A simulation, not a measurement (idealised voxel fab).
Herein follows the process module entitled voxel self aligned contacts.
Section shown: cut. Width: 170 nm. Cell size: 5 nm, square.
How to read a cross-section here: the picture is a grid of square cells, written as bands going from the top down, and any band can span one or more rows of cells. First you get the band's top height and its bottom height, in nm, and then the materials it's made of, left to right, with each width in nm. If you see a single material with "all across", that one covers the band edge to edge. "empty" is empty space. It should be noted that heights are counted from 0, beneath which the wafer as supplied is of one material throughout, and that the lowest band possesses no lower boundary but continues downward, as written in "z 0 and below". The two numbers in a width such as "30..40" mark its ends across the band: the first belongs to the top row of cells, the second to the bottom row, and from each row to the next the width moves by the same amount. When a step is marked "changes: none", none of the cells in the cross-section changed during that step. Reported under the label "Closed cavities" are the empty spaces having no open way to the top and comprising 8 cells or more; the notation for each is width x height at distance, in which the distance is measured from the left edge and all three values are in nm. after a step's settings: what the simulator itself notes on the step. When a step includes a mask, the "overlay nm" setting on its line states how far to the right of its planned place that mask lay, and negative values state how far to the left.
## Here's what the planned process steps look like
1. RECEIVE [material Si]
2. OXIDIZE [depth nm 5]
3. DIRECTIONAL_DEP [material polySi] [thk nm 20]
4. DIRECTIONAL_DEP [material SiN] [thk nm 15]
5. DIRECTIONAL_DEP [material aC] [thk nm 10]
6. PATTERN [tone cover] [mask id GATE] [material resist] [width nm 35] [pitch nm 65] [thk nm 25] [overlay nm 0]
7. DIRECTIONAL_ETCH [etch materials aC] [depth nm 10]
8. STRIP [etch materials resist]
9. DIRECTIONAL_ETCH [etch materials SiN] [depth nm 15]
10. DIRECTIONAL_ETCH [etch materials polySi] [depth nm 20]
11. STRIP [etch materials aC]
12. CONFORMAL_DEP [material SiN] [thk nm 5]
13. DIRECTIONAL_ETCH [etch materials SiN] [depth nm 5]
14. FILL_DEP [material SiO2] [thk nm 15]
15. CMP [height nm 40]
16. DIRECTIONAL_DEP [material aC] [thk nm 15]
17. PATTERN [tone open] [mask id CONTACT] [material resist] [width nm 50] [thk nm 30] [overlay nm 0]
18. DIRECTIONAL_ETCH [etch materials aC] [depth nm 15]
19. STRIP [etch materials resist]
20. DIRECTIONAL_ETCH [etch materials SiO2] [depth nm 45]
21. STRIP [etch materials aC]
22. CONFORMAL_DEP [material TiN] [thk nm 5]
23. FILL_DEP [material W] [thk nm 10]
24. CMP [height nm 40]
25. CONFORMAL_DEP [material SiCN] [thk nm 5]
## Cross-section: wafer on arrival = after step 1
- z 0 and below: Si all across
- Closed cavities: none
## First of two wafers at the end of the module, shown in cross-section; run carried out as planned
- z 45 to 40: SiCN all across
- z 40 to 35: SiO2 60 nm, TiN 20 nm, W 10 nm, TiN 20 nm, SiO2 60 nm
- z 35 to 20: SiO2 30 nm, SiN 45 nm, TiN 5 nm, W 10 nm, TiN 5 nm, SiN 45 nm, SiO2 30 nm
- z 20 to 0: SiO2 30 nm, SiN 5 nm, polySi 35 nm, SiN 5 nm, TiN 5 nm, W 10 nm, TiN 5 nm, SiN 5 nm, polySi 35 nm, SiN 5 nm, SiO2 30 nm
- z 0 to -5: SiO2 75 nm, TiN 20 nm, SiO2 75 nm
- z -5 and below: Si all across
- Closed cavities: none
## End of module, second wafer, cross-section. Started like the first, planned like the first, run with one mistake
- z 45 to 40: SiCN all across
- z 40 to 35: SiO2 60 nm, TiN 15 nm, W 20 nm, TiN 15 nm, SiO2 60 nm
- z 35 to 20: SiO2 35 nm, SiN 35 nm, TiN 5 nm, W 20 nm, TiN 5 nm, SiN 35 nm, SiO2 35 nm
- z 20 to 0: SiO2 35 nm, SiN 5 nm, polySi 25 nm, SiN 5 nm, TiN 5 nm, W 20 nm, TiN 5 nm, SiN 5 nm, polySi 25 nm, SiN 5 nm, SiO2 35 nm
- z 0 to -5: SiO2 70 nm, TiN 30 nm, SiO2 70 nm
- z -5 and below: Si all across
- Closed cavities: none
It is concluded that the wafer was processed incorrectly with respect to the plan, in that step 6 was run on a setting that differed from the plan, and what really ran there is PATTERN [tone cover] [mask id GATE] [material resist] [width nm 25] [pitch nm 65] [thk nm 25] [overlay nm 0]
Wafer comparison, final, in cells, second relative to first, materials more or fewer: SiN: 12 fewer | SiO2: 12 more | W: 16 more | polySi: 16 fewer
